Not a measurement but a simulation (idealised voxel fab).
The following process module bears the name voxel gate over fins.
FYI the section here is cut, 140 nm wide, cells are 5 nm squares.
We lay out every cross-section as a grid of square cells and spell it out in bands from the top down, where one band means one or more rows of cells. This entry defines a band. It first specifies the height of the band's top and the height of its bottom in nm, and then specifies the band's materials from left to right, stating each material with its width in nm. The word "throughout" identifies a single material that fills the band from edge to edge, while the word "air" identifies empty space. Ref level 0: as-received wafer is one material below here. Bottom band extends down with no lower bound ("z 0 and below"). Quick explanation for "30 to 40": the width changes in equal steps down the rows of cells, from the first number in the band's top row to the second number in its bottom row. The cross-section has no changed cell in any step marked "nothing altered". Enclosed voids (no open way to top), threshold 8 cells or more, entry "Closed cavities", notation width x height at distance, distance from left edge, nm. Post-settings text on a step line: simulator's own remark regarding the step. If you see "overlay nm" on a step's line and that step has a mask, it's telling you how far right of where it was planned the mask ended up; a negative number means it went left instead.

[Process steps (planned)]
1 RECEIVE,material Si
2 CONFORMAL_DEP,material SiN,thk nm 10
3 DIRECTIONAL_DEP,material aC,thk nm 10
4 PATTERN,tone cover,mask id FINS,material resist,width nm 15,pitch nm 55,thk nm 25,overlay nm 0
5 DIRECTIONAL_ETCH,etch materials aC,depth nm 10
6 STRIP,etch materials resist
7 DIRECTIONAL_ETCH,etch materials SiN,depth nm 5
8 DIRECTIONAL_ETCH,etch materials Si,depth nm 35
9 STRIP,etch materials aC
10 OXIDIZE,depth nm 5
11 FILL_DEP,material SiO2,thk nm 10
12 CMP,height nm 10
13 DIRECTIONAL_DEP,material aC,thk nm 15
14 PATTERN,tone open,mask id RAIL,material resist,width nm 15,thk nm 30,overlay nm 0
15 DIRECTIONAL_ETCH,etch materials aC,depth nm 15
16 STRIP,etch materials resist
17 DIRECTIONAL_ETCH,etch materials SiO2,depth nm 40
18 STRIP,etch materials aC
19 CONFORMAL_DEP,material TiN,thk nm 5
20 FILL_DEP,material Ru,thk nm 10
21 CMP,height nm 10
22 SELECTIVE_ETCH,etch materials W Ru TiN,depth nm 25
23 FILL_DEP,material SiO2,thk nm 5
24 CMP,height nm 10
25 SELECTIVE_ETCH,etch materials SiO2,depth nm 20
26 STRIP,etch materials SiN
27 CONFORMAL_DEP,material HfO2,thk nm 5
28 CONFORMAL_DEP,material TiN,thk nm 5
29 CONFORMAL_DEP,material TiAl,thk nm 5
30 CONFORMAL_DEP,material TiN,thk nm 5
31 FILL_DEP,material W,thk nm 15
32 CMP,height nm 30
33 CONFORMAL_DEP,material SiCN,thk nm 10
The wafers in this document start out alike and differ in the depth nm applied at step 7; the plan shows the value used for the first wafer.

[Received condition of the first of several wafers, sectioned: post-step 1]
z 0 and below  Si throughout
Closed cavities: none

[Note: the following table is arranged by wafer, a row apiece. Each row reports the end-of-module state: per material, cells gained (+) or cells lost (-) compared with the wafer as received; closed voids follow]
depth nm 5, +28 HfO2, +56 SiCN, +28 TiAl, +56 TiN, +56 W, Closed cavities: none
depth nm 10, +36 HfO2, +2 Ru, -208 Si, +56 SiCN, +147 SiO2, +36 TiAl, +79 TiN, +76 W, Closed cavities: none
depth nm 15, +36 HfO2, +2 Ru, -208 Si, +56 SiCN, +147 SiO2, +36 TiAl, +79 TiN, +76 W, Closed cavities: none
depth nm 20, +36 HfO2, +2 Ru, -208 Si, +56 SiCN, +147 SiO2, +36 TiAl, +79 TiN, +76 W, Closed cavities: none
depth nm 25, +36 HfO2, +2 Ru, -208 Si, +56 SiCN, +147 SiO2, +36 TiAl, +79 TiN, +76 W, Closed cavities: none
